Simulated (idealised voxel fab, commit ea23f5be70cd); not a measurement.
Name of the process module below: voxel self aligned vias
The figure presents cross-section cut, which has a width of 300 nm and is divided into square cells with an edge length of 5 nm.
Heads up, the way a cross-section reads in here is a grid of square cells, handed over as bands from the top down, with every band being one or more rows of cells.
It is stipulated that each band's entry specify, in nanometres, the height of the top of the band and then that of its bottom, followed by the materials of the band in left-to-right sequence, each together with its width in nanometres. A single material marked by the word "edge to edge" is understood to fill the band from edge to edge; the word "blank" is understood to denote empty space.
It should be noted that heights are counted from 0, beneath which the wafer as supplied is of one material throughout, and that the lowest band possesses no lower boundary but continues downward, as written in "z 0 and below".
A width such as "30..40" changes by the same amount from each row of cells to the next, from the band's top row to its bottom row.
Step note "no change occurred" = no cross-section cell changed.
Enclosed voids (no open way to top), threshold 8 cells or more, entry "Enclosed empty spaces", notation width x height at distance, distance from left edge, nm.
What comes after the settings on a step's line is commentary from the simulator itself on that step.
For masked steps, "overlay nm" on the step line gives how far right of plan the mask actually lay; a minus sign means it lay to the left.
If you're wondering how to read the rest of this, here's the deal. It's pairs of cross-sections: one from before a process step, one from after it. The after one is only drawn as far down as the lowest band that changed. Right under each pair you'll see which step sits between them and what its settings were. Don't read the pairs as one continuous story, though. They can come from different runs of this module on the same starting wafer, and a pair only carries on from the one above it where its entry headed "Structure before processing" says so.
Structure before processing
> z 0 and below = Si edge to edge
> Enclosed empty spaces: none
Cross-Section After Step
> z 10 to 0 = SiO2 edge to edge
> All layers under 0 are left as they were.
> Enclosed empty spaces: none
Quick note on the step between the two cross-sections above: CONFORMAL_DEP [material SiO2] [thk nm 10]
Structure before processing: after-state, pair directly above.
Cross-Section After Step
> z 15 to 10 = SiCN edge to edge
> All layers under 10 are left as they were.
> Enclosed empty spaces: none
Quick note on the step between the two cross-sections above: CONFORMAL_DEP [material SiCN] [thk nm 5]
Structure before processing: after-state, pair directly above.
Cross-Section After Step
> z 35 to 15 = lowk edge to edge
> All layers under 15 are left as they were.
> Enclosed empty spaces: none
Quick note on the step between the two cross-sections above: DIRECTIONAL_DEP [material lowk] [thk nm 20]
Structure before processing: after-state, pair directly above.
Cross-Section After Step
> z 50 to 35 = aC edge to edge
> All layers under 35 are left as they were.
> Enclosed empty spaces: none
Quick note on the step between the two cross-sections above: DIRECTIONAL_DEP [material aC] [thk nm 15]
Structure before processing: after-state, pair directly above.
Cross-Section After Step
> z 85 to 50 = resist 110  blank 25  resist 25  blank 25  resist 115
> All layers under 50 are left as they were.
> Enclosed empty spaces: none
Quick note on the step between the two cross-sections above: PATTERN [tone open] [mask id LINES] [material resist] [width nm 25] [pitch nm 50] [thk nm 35] [overlay nm 0]
Structure before processing: after-state, pair directly above.
Cross-Section After Step
> z 70 to 50 = resist 110  blank 25  resist 25  blank 25  resist 115
> z 50 to 35 = aC 110  blank 25  aC 25  blank 25  aC 115
> All layers under 35 are left as they were.
> Enclosed empty spaces: none
Quick note on the step between the two cross-sections above: DIRECTIONAL_ETCH [etch materials aC] [depth nm 15]
Structure before processing: after-state, pair directly above.
Cross-Section After Step
> z 50 to 35 = aC 110  blank 25  aC 25  blank 25  aC 115
> All layers under 35 are left as they were.
> Enclosed empty spaces: none
Quick note on the step between the two cross-sections above: STRIP [etch materials resist]
Structure before processing: after-state, pair directly above.
Cross-Section After Step
> z 50 to 35 = aC 110  blank 25  aC 25  blank 25  aC 115
> z 35 to 15 = lowk 110  blank 25  lowk 25  blank 25  lowk 115
> All layers under 15 are left as they were.
> Enclosed empty spaces: none
Quick note on the step between the two cross-sections above: DIRECTIONAL_ETCH [etch materials lowk] [depth nm 20]
Structure before processing: after-state, pair directly above.
Cross-Section After Step
> z 35 to 15 = lowk 110  blank 25  lowk 25  blank 25  lowk 115
> All layers under 15 are left as they were.
> Enclosed empty spaces: none
Quick note on the step between the two cross-sections above: STRIP [etch materials aC]
Structure before processing: after-state, pair directly above.
Cross-Section After Step
> z 40 to 35 = TiN 115  blank 15  TiN 35  blank 15  TiN 120
> z 35 to 20 = lowk 110  TiN 5  blank 15  TiN 5  lowk 25  TiN 5  blank 15  TiN 5  lowk 115
> z 20 to 15 = lowk 110  TiN 25  lowk 25  TiN 25  lowk 115
> All layers under 15 are left as they were.
> Enclosed empty spaces: none
Quick note on the step between the two cross-sections above: CONFORMAL_DEP [material TiN] [thk nm 5]
Structure before processing: after-state, pair directly above.
Cross-Section After Step
> z 45 to 40 = W edge to edge
> z 40 to 35 = TiN 115  W 15  TiN 35  W 15  TiN 120
> z 35 to 20 = lowk 110  TiN 5  W 15  TiN 5  lowk 25  TiN 5  W 15  TiN 5  lowk 115
> All layers under 20 are left as they were.
> Enclosed empty spaces: none
Quick note on the step between the two cross-sections above: FILL_DEP [material W] [thk nm 5]
Structure before processing: after-state, pair directly above.
Cross-Section After Step
> z 35 to 20 = lowk 110  TiN 5  W 15  TiN 5  lowk 25  TiN 5  W 15  TiN 5  lowk 115
> All layers under 20 are left as they were.
> Enclosed empty spaces: none
Quick note on the step between the two cross-sections above: CMP [height nm 35]
Structure before processing: after-state, pair directly above.
Cross-Section After Step
> z 35 to 30 = lowk 110  blank 25  lowk 25  blank 25  lowk 115
> All layers under 30 are left as they were.
> Enclosed empty spaces: none
Quick note on the step between the two cross-sections above: SELECTIVE_ETCH [etch materials W Ru TiN] [depth nm 5]
Structure before processing: after-state, pair directly above.
Cross-Section After Step
> z 40 to 35 = SiN edge to edge
> z 35 to 30 = lowk 110  SiN 25  lowk 25  SiN 25  lowk 115
> All layers under 30 are left as they were.
> Enclosed empty spaces: none
Quick note on the step between the two cross-sections above: FILL_DEP [material SiN] [thk nm 5]
Structure before processing: after-state, pair directly above.
Cross-Section After Step
> z 35 to 30 = lowk 110  SiN 25  lowk 25  SiN 25  lowk 115
> All layers under 30 are left as they were.
> Enclosed empty spaces: none
Quick note on the step between the two cross-sections above: CMP [height nm 35]
Structure before processing: after-state, pair directly above.
Cross-Section After Step
> z 50 to 35 = lowk edge to edge
> All layers under 35 are left as they were.
> Enclosed empty spaces: none
Quick note on the step between the two cross-sections above: DIRECTIONAL_DEP [material lowk] [thk nm 15]
Structure before processing: after-state, pair directly above.
Cross-Section After Step
> z 60 to 50 = aC edge to edge
> All layers under 50 are left as they were.
> Enclosed empty spaces: none
Quick note on the step between the two cross-sections above: DIRECTIONAL_DEP [material aC] [thk nm 10]
Structure before processing: after-state, pair directly above.
Cross-Section After Step
> z 90 to 60 = resist 105  blank 35  resist 160
> All layers under 60 are left as they were.
> Enclosed empty spaces: none
Quick note on the step between the two cross-sections above: PATTERN [tone open] [mask id VIAS] [material resist] [width nm 35] [thk nm 30] [overlay nm 0]
Structure before processing: after-state, pair directly above.
Cross-Section After Step
> z 80 to 60 = resist 105  blank 35  resist 160
> z 60 to 50 = aC 105  blank 35  aC 160
> All layers under 50 are left as they were.
> Enclosed empty spaces: none
Quick note on the step between the two cross-sections above: DIRECTIONAL_ETCH [etch materials aC] [depth nm 10]
Structure before processing: after-state, pair directly above.
Cross-Section After Step
> z 60 to 50 = aC 105  blank 35  aC 160
> All layers under 50 are left as they were.
> Enclosed empty spaces: none
Quick note on the step between the two cross-sections above: STRIP [etch materials resist]
Structure before processing: after-state, pair directly above.
Cross-Section After Step
> z 60 to 50 = aC 105  blank 35  aC 160
> z 50 to 35 = lowk 105  blank 35  lowk 160
> All layers under 35 are left as they were.
> Enclosed empty spaces: none
Quick note on the step between the two cross-sections above: DIRECTIONAL_ETCH [etch materials lowk] [depth nm 15]
Structure before processing: after-state, pair directly above.
Cross-Section After Step
> z 60 to 50 = aC 105  blank 35  aC 160
> z 50 to 35 = lowk 105  blank 35  lowk 160
> z 35 to 30 = lowk 110  blank 25  lowk 25  SiN 25  lowk 115
> All layers under 30 are left as they were.
> Enclosed empty spaces: none
Quick note on the step between the two cross-sections above: DIRECTIONAL_ETCH [etch materials SiN] [depth nm 5]
Structure before processing: after-state, pair directly above.
Cross-Section After Step
> z 50 to 35 = lowk 105  blank 35  lowk 160
> All layers under 35 are left as they were.
> Enclosed empty spaces: none
Quick note on the step between the two cross-sections above: STRIP [etch materials aC]
Structure before processing: after-state, pair directly above.
Cross-Section After Step
> z 55 to 50 = TiN 110  blank 25  TiN 165
> z 50 to 40 = lowk 105  TiN 5  blank 25  TiN 5  lowk 160
> z 40 to 35 = lowk 105  TiN 10  blank 15  TiN 10  lowk 160
> z 35 to 30 = lowk 110  TiN 25  lowk 25  SiN 25  lowk 115
> All layers under 30 are left as they were.
> Enclosed empty spaces: none
Quick note on the step between the two cross-sections above: CONFORMAL_DEP [material TiN] [thk nm 5]
Structure before processing: after-state, pair directly above.
Cross-Section After Step
> z 60 to 55 = Cu edge to edge
> z 55 to 50 = TiN 110  Cu 25  TiN 165
> z 50 to 40 = lowk 105  TiN 5  Cu 25  TiN 5  lowk 160
> z 40 to 35 = lowk 105  TiN 10  Cu 15  TiN 10  lowk 160
> All layers under 35 are left as they were.
> Enclosed empty spaces: none
Quick note on the step between the two cross-sections above: FILL_DEP [material Cu] [thk nm 5]
Structure before processing: after-state, pair directly above.
Cross-Section After Step
> z 50 to 40 = lowk 105  TiN 5  Cu 25  TiN 5  lowk 160
> All layers under 40 are left as they were.
> Enclosed empty spaces: none
Quick note on the step between the two cross-sections above: CMP [height nm 50]
Structure before processing: after-state, pair directly above.
Cross-Section After Step
> z 55 to 50 = SiN edge to edge
> All layers under 50 are left as they were.
> Enclosed empty spaces: none
Quick note on the step between the two cross-sections above: CONFORMAL_DEP [material SiN] [thk nm 5]
Structure before processing
> z 0 and below = Si edge to edge
> Enclosed empty spaces: none
Cross-Section After Step
> z 5 to 0 = SiCN edge to edge
> All layers under 0 are left as they were.
> Enclosed empty spaces: none
Quick note on the step between the two cross-sections above: CONFORMAL_DEP [material SiCN] [thk nm 5]
Structure before processing: after-state, pair directly above.
Cross-Section After Step
> z 25 to 5 = lowk edge to edge
> All layers under 5 are left as they were.
> Enclosed empty spaces: none
Quick note on the step between the two cross-sections above: DIRECTIONAL_DEP [material lowk] [thk nm 20]
Structure before processing: after-state, pair directly above.
Cross-Section After Step
> z 40 to 25 = aC edge to edge
> All layers under 25 are left as they were.
> Enclosed empty spaces: none
Quick note on the step between the two cross-sections above: DIRECTIONAL_DEP [material aC] [thk nm 15]
Structure before processing: after-state, pair directly above.
Cross-Section After Step
> z 75 to 40 = resist 110  blank 25  resist 25  blank 25  resist 115
> All layers under 40 are left as they were.
> Enclosed empty spaces: none
Quick note on the step between the two cross-sections above: PATTERN [tone open] [mask id LINES] [material resist] [width nm 25] [pitch nm 50] [thk nm 35] [overlay nm 0]
Structure before processing: after-state, pair directly above.
Cross-Section After Step
> z 60 to 40 = resist 110  blank 25  resist 25  blank 25  resist 115
> z 40 to 25 = aC 110  blank 25  aC 25  blank 25  aC 115
> All layers under 25 are left as they were.
> Enclosed empty spaces: none
Quick note on the step between the two cross-sections above: DIRECTIONAL_ETCH [etch materials aC] [depth nm 15]
Structure before processing: after-state, pair directly above.
Cross-Section After Step
> z 40 to 25 = aC 110  blank 25  aC 25  blank 25  aC 115
> All layers under 25 are left as they were.
> Enclosed empty spaces: none
Quick note on the step between the two cross-sections above: STRIP [etch materials resist]
Structure before processing: after-state, pair directly above.
Cross-Section After Step
> z 40 to 25 = aC 110  blank 25  aC 25  blank 25  aC 115
> z 25 to 5 = lowk 110  blank 25  lowk 25  blank 25  lowk 115
> All layers under 5 are left as they were.
> Enclosed empty spaces: none
Quick note on the step between the two cross-sections above: DIRECTIONAL_ETCH [etch materials lowk] [depth nm 20]
Structure before processing: after-state, pair directly above.
Cross-Section After Step
> z 25 to 5 = lowk 110  blank 25  lowk 25  blank 25  lowk 115
> All layers under 5 are left as they were.
> Enclosed empty spaces: none
Quick note on the step between the two cross-sections above: STRIP [etch materials aC]
Structure before processing: after-state, pair directly above.
Cross-Section After Step
> z 30 to 25 = TiN 115  blank 15  TiN 35  blank 15  TiN 120
> z 25 to 10 = lowk 110  TiN 5  blank 15  TiN 5  lowk 25  TiN 5  blank 15  TiN 5  lowk 115
> z 10 to 5 = lowk 110  TiN 25  lowk 25  TiN 25  lowk 115
> All layers under 5 are left as they were.
> Enclosed empty spaces: none
Quick note on the step between the two cross-sections above: CONFORMAL_DEP [material TiN] [thk nm 5]
Structure before processing: after-state, pair directly above.
Cross-Section After Step
> z 35 to 30 = W edge to edge
> z 30 to 25 = TiN 115  W 15  TiN 35  W 15  TiN 120
> z 25 to 10 = lowk 110  TiN 5  W 15  TiN 5  lowk 25  TiN 5  W 15  TiN 5  lowk 115
> All layers under 10 are left as they were.
> Enclosed empty spaces: none
Quick note on the step between the two cross-sections above: FILL_DEP [material W] [thk nm 5]
Structure before processing: after-state, pair directly above.
Cross-Section After Step
> z 30 to 25 = TiN 115  W 15  TiN 35  W 15  TiN 120
> All layers under 25 are left as they were.
> Enclosed empty spaces: none
Quick note on the step between the two cross-sections above: SELECTIVE_ETCH [etch materials W Ru TiN] [depth nm 5]
Structure before processing: after-state, pair directly above.
Cross-Section After Step
> z 35 to 30 = SiN edge to edge
> All layers under 30 are left as they were.
> Enclosed empty spaces: none
Quick note on the step between the two cross-sections above: FILL_DEP [material SiN] [thk nm 5]
Structure before processing: after-state, pair directly above.
Cross-Section After Step
> z 50 to 35 = lowk edge to edge
> All layers under 35 are left as they were.
> Enclosed empty spaces: none
Quick note on the step between the two cross-sections above: DIRECTIONAL_DEP [material lowk] [thk nm 15]
Structure before processing: after-state, pair directly above.
Cross-Section After Step
> z 60 to 50 = aC edge to edge
> All layers under 50 are left as they were.
> Enclosed empty spaces: none
Quick note on the step between the two cross-sections above: DIRECTIONAL_DEP [material aC] [thk nm 10]
Structure before processing: after-state, pair directly above.
Cross-Section After Step
> z 90 to 60 = resist 105  blank 35  resist 160
> All layers under 60 are left as they were.
> Enclosed empty spaces: none
Quick note on the step between the two cross-sections above: PATTERN [tone open] [mask id VIAS] [material resist] [width nm 35] [thk nm 30] [overlay nm 0]
Structure before processing: after-state, pair directly above.
Cross-Section After Step
> z 80 to 60 = resist 105  blank 35  resist 160
> z 60 to 50 = aC 105  blank 35  aC 160
> All layers under 50 are left as they were.
> Enclosed empty spaces: none
Quick note on the step between the two cross-sections above: DIRECTIONAL_ETCH [etch materials aC] [depth nm 10]
Structure before processing: after-state, pair directly above.
Cross-Section After Step
> z 60 to 50 = aC 105  blank 35  aC 160
> All layers under 50 are left as they were.
> Enclosed empty spaces: none
Quick note on the step between the two cross-sections above: STRIP [etch materials resist]
Structure before processing: after-state, pair directly above.
Cross-Section After Step
> z 60 to 50 = aC 105  blank 35  aC 160
> z 50 to 35 = lowk 105  blank 35  lowk 160
> All layers under 35 are left as they were.
> Enclosed empty spaces: none
Quick note on the step between the two cross-sections above: DIRECTIONAL_ETCH [etch materials lowk] [depth nm 15]
Structure before processing: after-state, pair directly above.
Cross-Section After Step
> z 60 to 50 = aC 105  blank 35  aC 160
> z 50 to 35 = lowk 105  blank 35  lowk 160
> z 35 to 30 = SiN 105  blank 35  SiN 160
> All layers under 30 are left as they were.
> Enclosed empty spaces: none
Quick note on the step between the two cross-sections above: DIRECTIONAL_ETCH [etch materials SiN] [depth nm 5]
Structure before processing: after-state, pair directly above.
Cross-Section After Step
> z 50 to 35 = lowk 105  blank 35  lowk 160
> All layers under 35 are left as they were.
> Enclosed empty spaces: none
Quick note on the step between the two cross-sections above: STRIP [etch materials aC]
Structure before processing: after-state, pair directly above.
Cross-Section After Step
> z 55 to 50 = TiN 110  blank 25  TiN 165
> z 50 to 35 = lowk 105  TiN 5  blank 25  TiN 5  lowk 160
> z 35 to 30 = SiN 105  TiN 35  SiN 160
> All layers under 30 are left as they were.
> Enclosed empty spaces: none
Quick note on the step between the two cross-sections above: CONFORMAL_DEP [material TiN] [thk nm 5]
Structure before processing: after-state, pair directly above.
Cross-Section After Step
> z 60 to 55 = Cu edge to edge
> z 55 to 50 = TiN 110  Cu 25  TiN 165
> z 50 to 35 = lowk 105  TiN 5  Cu 25  TiN 5  lowk 160
> All layers under 35 are left as they were.
> Enclosed empty spaces: none
Quick note on the step between the two cross-sections above: FILL_DEP [material Cu] [thk nm 5]
Structure before processing: after-state, pair directly above.
Cross-Section After Step
> z 50 to 35 = lowk 105  TiN 5  Cu 25  TiN 5  lowk 160
> All layers under 35 are left as they were.
> Enclosed empty spaces: none
Quick note on the step between the two cross-sections above: CMP [height nm 50]
Structure before processing: after-state, pair directly above.
Cross-Section After Step
> z 55 to 50 = SiN edge to edge
> All layers under 50 are left as they were.
> Enclosed empty spaces: none
Quick note on the step between the two cross-sections above: CONFORMAL_DEP [material SiN] [thk nm 5]
Structure before processing
> z 60 to 50 = aC 105  blank 35  aC 160
> z 50 to 35 = lowk 105  blank 35  lowk 160
> z 35 to 30 = lowk 110  SiN 25  lowk 25  SiN 25  lowk 115
> z 30 to 20 = lowk 110  TiN 5  W 15  TiN 5  lowk 25  TiN 5  W 15  TiN 5  lowk 115
> z 20 to 15 = lowk 110  TiN 25  lowk 25  TiN 25  lowk 115
> z 15 to 10 = SiCN edge to edge
> z 10 to 0 = SiO2 edge to edge
> z 0 and below = Si edge to edge
> Enclosed empty spaces: none
Cross-Section After Step
> z 60 to 50 = aC 105  blank 35  aC 160
> z 50 to 35 = lowk 105  blank 35  lowk 160
> z 35 to 30 = lowk 105  blank 5  SiN 25  blank 5  lowk 20  SiN 25  lowk 115
> z 30 to 20 = lowk 105  blank 5  TiN 5  W 15  TiN 5  blank 5  lowk 20  TiN 5  W 15  TiN 5  lowk 115
> All layers under 20 are left as they were.
> Enclosed empty spaces: none
Quick note on the step between the two cross-sections above: DIRECTIONAL_ETCH [etch materials lowk] [depth nm 15]
Structure before processing: after-state, pair directly above.
Cross-Section After Step
> z 60 to 50 = aC 105  blank 35  aC 160
> z 50 to 35 = lowk 105  blank 35  lowk 160
> z 35 to 30 = lowk 105  blank 35  lowk 20  SiN 25  lowk 115
> All layers under 30 are left as they were.
> Enclosed empty spaces: none
Quick note on the step between the two cross-sections above: DIRECTIONAL_ETCH [etch materials SiN] [depth nm 5]
Structure before processing: after-state, pair directly above.
Cross-Section After Step
> z 50 to 35 = lowk 105  blank 35  lowk 160
> All layers under 35 are left as they were.
> Enclosed empty spaces: none
Quick note on the step between the two cross-sections above: STRIP [etch materials aC]
Structure before processing: after-state, pair directly above.
Cross-Section After Step
> z 55 to 50 = TiN 110  blank 25  TiN 165
> z 50 to 35 = lowk 105  TiN 5  blank 25  TiN 5  lowk 160
> z 35 to 30 = lowk 105  TiN 35  lowk 20  SiN 25  lowk 115
> z 30 to 20 = lowk 105  TiN 10  W 15  TiN 10  lowk 20  TiN 5  W 15  TiN 5  lowk 115
> All layers under 20 are left as they were.
> Enclosed empty spaces: none
Quick note on the step between the two cross-sections above: CONFORMAL_DEP [material TiN] [thk nm 5]
Structure before processing: after-state, pair directly above.
Cross-Section After Step
> z 60 to 55 = Cu edge to edge
> z 55 to 50 = TiN 110  Cu 25  TiN 165
> z 50 to 35 = lowk 105  TiN 5  Cu 25  TiN 5  lowk 160
> All layers under 35 are left as they were.
> Enclosed empty spaces: none
Quick note on the step between the two cross-sections above: FILL_DEP [material Cu] [thk nm 5]
Structure before processing: after-state, pair directly above.
Cross-Section After Step
> z 50 to 35 = lowk 105  TiN 5  Cu 25  TiN 5  lowk 160
> All layers under 35 are left as they were.
> Enclosed empty spaces: none
Quick note on the step between the two cross-sections above: CMP [height nm 50]
Structure before processing: after-state, pair directly above.
Cross-Section After Step
> z 55 to 50 = SiN edge to edge
> All layers under 50 are left as they were.
> Enclosed empty spaces: none
Quick note on the step between the two cross-sections above: CONFORMAL_DEP [material SiN] [thk nm 5]
Structure before processing
> z 10 to 0 = SiO2 edge to edge
> z 0 and below = Si edge to edge
> Enclosed empty spaces: none
Cross-Section After Step
> z 30 to 10 = lowk edge to edge
> All layers under 10 are left as they were.
> Enclosed empty spaces: none
Quick note on the step between the two cross-sections above: DIRECTIONAL_DEP [material lowk] [thk nm 20]
Structure before processing: after-state, pair directly above.
Cross-Section After Step
> z 35 to 30 = SiCN edge to edge
> All layers under 30 are left as they were.
> Enclosed empty spaces: none
Quick note on the step between the two cross-sections above: CONFORMAL_DEP [material SiCN] [thk nm 5]
Structure before processing: after-state, pair directly above.
Cross-Section After Step
> z 50 to 35 = aC edge to edge
> All layers under 35 are left as they were.
> Enclosed empty spaces: none
Quick note on the step between the two cross-sections above: DIRECTIONAL_DEP [material aC] [thk nm 15]
Structure before processing: after-state, pair directly above.
Cross-Section After Step
> z 85 to 50 = resist 110  blank 25  resist 25  blank 25  resist 115
> All layers under 50 are left as they were.
> Enclosed empty spaces: none
Quick note on the step between the two cross-sections above: PATTERN [tone open] [mask id LINES] [material resist] [width nm 25] [pitch nm 50] [thk nm 35] [overlay nm 0]
Structure before processing: after-state, pair directly above.
Cross-Section After Step
> z 70 to 50 = resist 110  blank 25  resist 25  blank 25  resist 115
> z 50 to 35 = aC 110  blank 25  aC 25  blank 25  aC 115
> All layers under 35 are left as they were.
> Enclosed empty spaces: none
Quick note on the step between the two cross-sections above: DIRECTIONAL_ETCH [etch materials aC] [depth nm 15]
Structure before processing: after-state, pair directly above.
Cross-Section After Step
> z 50 to 35 = aC 110  blank 25  aC 25  blank 25  aC 115
> All layers under 35 are left as they were.
> Enclosed empty spaces: none
Quick note on the step between the two cross-sections above: STRIP [etch materials resist]
Structure before processing: after-state, pair directly above.
Cross-Section After Step
> z 35 to 30 = SiCN edge to edge
> All layers under 30 are left as they were.
> Enclosed empty spaces: none
Quick note on the step between the two cross-sections above: STRIP [etch materials aC]
Structure before processing: after-state, pair directly above.
Cross-Section After Step
> z 40 to 35 = TiN edge to edge
> All layers under 35 are left as they were.
> Enclosed empty spaces: none
Quick note on the step between the two cross-sections above: CONFORMAL_DEP [material TiN] [thk nm 5]
Structure before processing: after-state, pair directly above.
Cross-Section After Step
> z 45 to 40 = W edge to edge
> All layers under 40 are left as they were.
> Enclosed empty spaces: none
Quick note on the step between the two cross-sections above: FILL_DEP [material W] [thk nm 5]
Structure before processing: after-state, pair directly above.
Cross-Section After Step
> z 35 to 30 = SiCN edge to edge
> All layers under 30 are left as they were.
> Enclosed empty spaces: none
Quick note on the step between the two cross-sections above: CMP [height nm 35]
Structure before processing: after-state, pair directly above.
Cross-Section After Step
> z 40 to 35 = SiN edge to edge
> All layers under 35 are left as they were.
> Enclosed empty spaces: none
Quick note on the step between the two cross-sections above: FILL_DEP [material SiN] [thk nm 5]
Structure before processing: after-state, pair directly above.
Cross-Section After Step
> z 35 to 30 = SiCN edge to edge
> All layers under 30 are left as they were.
> Enclosed empty spaces: none
Quick note on the step between the two cross-sections above: CMP [height nm 35]
Structure before processing: after-state, pair directly above.
Cross-Section After Step
> z 50 to 35 = lowk edge to edge
> All layers under 35 are left as they were.
> Enclosed empty spaces: none
Quick note on the step between the two cross-sections above: DIRECTIONAL_DEP [material lowk] [thk nm 15]
Structure before processing: after-state, pair directly above.
Cross-Section After Step
> z 60 to 50 = aC edge to edge
> All layers under 50 are left as they were.
> Enclosed empty spaces: none
Quick note on the step between the two cross-sections above: DIRECTIONAL_DEP [material aC] [thk nm 10]
Structure before processing: after-state, pair directly above.
Cross-Section After Step
> z 90 to 60 = resist 105  blank 35  resist 160
> All layers under 60 are left as they were.
> Enclosed empty spaces: none
Quick note on the step between the two cross-sections above: PATTERN [tone open] [mask id VIAS] [material resist] [width nm 35] [thk nm 30] [overlay nm 0]
Structure before processing: after-state, pair directly above.
Cross-Section After Step
> z 80 to 60 = resist 105  blank 35  resist 160
> z 60 to 50 = aC 105  blank 35  aC 160
> All layers under 50 are left as they were.
> Enclosed empty spaces: none
Quick note on the step between the two cross-sections above: DIRECTIONAL_ETCH [etch materials aC] [depth nm 10]
Structure before processing: after-state, pair directly above.
Cross-Section After Step
> z 60 to 50 = aC 105  blank 35  aC 160
> All layers under 50 are left as they were.
> Enclosed empty spaces: none
Quick note on the step between the two cross-sections above: STRIP [etch materials resist]
Structure before processing: after-state, pair directly above.
Cross-Section After Step
> z 60 to 50 = aC 105  blank 35  aC 160
> z 50 to 35 = lowk 105  blank 35  lowk 160
> All layers under 35 are left as they were.
> Enclosed empty spaces: none
Quick note on the step between the two cross-sections above: DIRECTIONAL_ETCH [etch materials lowk] [depth nm 15]
Structure before processing: after-state, pair directly above.
Cross-Section After Step
> z 50 to 35 = lowk 105  blank 35  lowk 160
> All layers under 35 are left as they were.
> Enclosed empty spaces: none
Quick note on the step between the two cross-sections above: STRIP [etch materials aC]
Structure before processing: after-state, pair directly above.
Cross-Section After Step
> z 55 to 50 = TiN 110  blank 25  TiN 165
> z 50 to 40 = lowk 105  TiN 5  blank 25  TiN 5  lowk 160
> z 40 to 35 = lowk 105  TiN 35  lowk 160
> All layers under 35 are left as they were.
> Enclosed empty spaces: none
Quick note on the step between the two cross-sections above: CONFORMAL_DEP [material TiN] [thk nm 5]
Structure before processing: after-state, pair directly above.
Cross-Section After Step
> z 60 to 55 = Cu edge to edge
> z 55 to 50 = TiN 110  Cu 25  TiN 165
> z 50 to 40 = lowk 105  TiN 5  Cu 25  TiN 5  lowk 160
> All layers under 40 are left as they were.
> Enclosed empty spaces: none
Quick note on the step between the two cross-sections above: FILL_DEP [material Cu] [thk nm 5]
Structure before processing: after-state, pair directly above.
Cross-Section After Step
> z 50 to 40 = lowk 105  TiN 5  Cu 25  TiN 5  lowk 160
> All layers under 40 are left as they were.
> Enclosed empty spaces: none
Quick note on the step between the two cross-sections above: CMP [height nm 50]
Structure before processing: after-state, pair directly above.
Cross-Section After Step
> z 55 to 50 = SiN edge to edge
> All layers under 50 are left as they were.
> Enclosed empty spaces: none
Quick note on the step between the two cross-sections above: CONFORMAL_DEP [material SiN] [thk nm 5]
Structure before processing
> z 40 to 35 = SiN edge to edge
> z 35 to 30 = lowk 110  SiN 25  lowk 25  SiN 25  lowk 115
> z 30 to 20 = lowk 110  TiN 5  W 15  TiN 5  lowk 25  TiN 5  W 15  TiN 5  lowk 115
> z 20 to 15 = lowk 110  TiN 25  lowk 25  TiN 25  lowk 115
> z 15 to 10 = SiCN edge to edge
> z 10 to 0 = SiO2 edge to edge
> z 0 and below = Si edge to edge
> Enclosed empty spaces: none
Cross-Section After Step
> z 25 to 20 = lowk 110  TiN 5  W 15  TiN 5  lowk 25  TiN 5  W 15  TiN 5  lowk 115
> All layers under 20 are left as they were.
> Enclosed empty spaces: none
Quick note on the step between the two cross-sections above: CMP [height nm 25]
Structure before processing: after-state, pair directly above.
Cross-Section After Step
> z 40 to 25 = lowk edge to edge
> All layers under 25 are left as they were.
> Enclosed empty spaces: none
Quick note on the step between the two cross-sections above: DIRECTIONAL_DEP [material lowk] [thk nm 15]
Structure before processing: after-state, pair directly above.
Cross-Section After Step
> z 50 to 40 = aC edge to edge
> All layers under 40 are left as they were.
> Enclosed empty spaces: none
Quick note on the step between the two cross-sections above: DIRECTIONAL_DEP [material aC] [thk nm 10]
Structure before processing: after-state, pair directly above.
Cross-Section After Step
> z 80 to 50 = resist 105  blank 35  resist 160
> All layers under 50 are left as they were.
> Enclosed empty spaces: none
Quick note on the step between the two cross-sections above: PATTERN [tone open] [mask id VIAS] [material resist] [width nm 35] [thk nm 30] [overlay nm 0]
Structure before processing: after-state, pair directly above.
Cross-Section After Step
> z 70 to 50 = resist 105  blank 35  resist 160
> z 50 to 40 = aC 105  blank 35  aC 160
> All layers under 40 are left as they were.
> Enclosed empty spaces: none
Quick note on the step between the two cross-sections above: DIRECTIONAL_ETCH [etch materials aC] [depth nm 10]
Structure before processing: after-state, pair directly above.
Cross-Section After Step
> z 50 to 40 = aC 105  blank 35  aC 160
> All layers under 40 are left as they were.
> Enclosed empty spaces: none
Quick note on the step between the two cross-sections above: STRIP [etch materials resist]
Structure before processing: after-state, pair directly above.
Cross-Section After Step
> z 50 to 40 = aC 105  blank 35  aC 160
> z 40 to 25 = lowk 105  blank 35  lowk 160
> All layers under 25 are left as they were.
> Enclosed empty spaces: none
Quick note on the step between the two cross-sections above: DIRECTIONAL_ETCH [etch materials lowk] [depth nm 15]
Structure before processing: after-state, pair directly above.
Cross-Section After Step
> z 40 to 25 = lowk 105  blank 35  lowk 160
> All layers under 25 are left as they were.
> Enclosed empty spaces: none
Quick note on the step between the two cross-sections above: STRIP [etch materials aC]
Structure before processing: after-state, pair directly above.
Cross-Section After Step
> z 45 to 40 = TiN 110  blank 25  TiN 165
> z 40 to 30 = lowk 105  TiN 5  blank 25  TiN 5  lowk 160
> z 30 to 25 = lowk 105  TiN 35  lowk 160
> All layers under 25 are left as they were.
> Enclosed empty spaces: none
Quick note on the step between the two cross-sections above: CONFORMAL_DEP [material TiN] [thk nm 5]
Structure before processing: after-state, pair directly above.
Cross-Section After Step
> z 50 to 45 = Cu edge to edge
> z 45 to 40 = TiN 110  Cu 25  TiN 165
> z 40 to 30 = lowk 105  TiN 5  Cu 25  TiN 5  lowk 160
> All layers under 30 are left as they were.
> Enclosed empty spaces: none
Quick note on the step between the two cross-sections above: FILL_DEP [material Cu] [thk nm 5]
Structure before processing: after-state, pair directly above.
Cross-Section After Step
> z 55 to 50 = SiN edge to edge
> All layers under 50 are left as they were.
> Enclosed empty spaces: none
Quick note on the step between the two cross-sections above: CONFORMAL_DEP [material SiN] [thk nm 5]
Structure before processing
> z 50 to 35 = aC edge to edge
> z 35 to 15 = lowk edge to edge
> z 15 to 10 = SiCN edge to edge
> z 10 to 0 = SiO2 edge to edge
> z 0 and below = Si edge to edge
> Enclosed empty spaces: none
Cross-Section After Step
> z 85 to 50 = resist 115  blank 15  resist 35  blank 15  resist 120
> All layers under 50 are left as they were.
> Enclosed empty spaces: none
Quick note on the step between the two cross-sections above: PATTERN [tone open] [mask id LINES] [material resist] [width nm 15] [pitch nm 50] [thk nm 35] [overlay nm 0]
Structure before processing: after-state, pair directly above.
Cross-Section After Step
> z 70 to 50 = resist 115  blank 15  resist 35  blank 15  resist 120
> z 50 to 35 = aC 115  blank 15  aC 35  blank 15  aC 120
> All layers under 35 are left as they were.
> Enclosed empty spaces: none
Quick note on the step between the two cross-sections above: DIRECTIONAL_ETCH [etch materials aC] [depth nm 15]
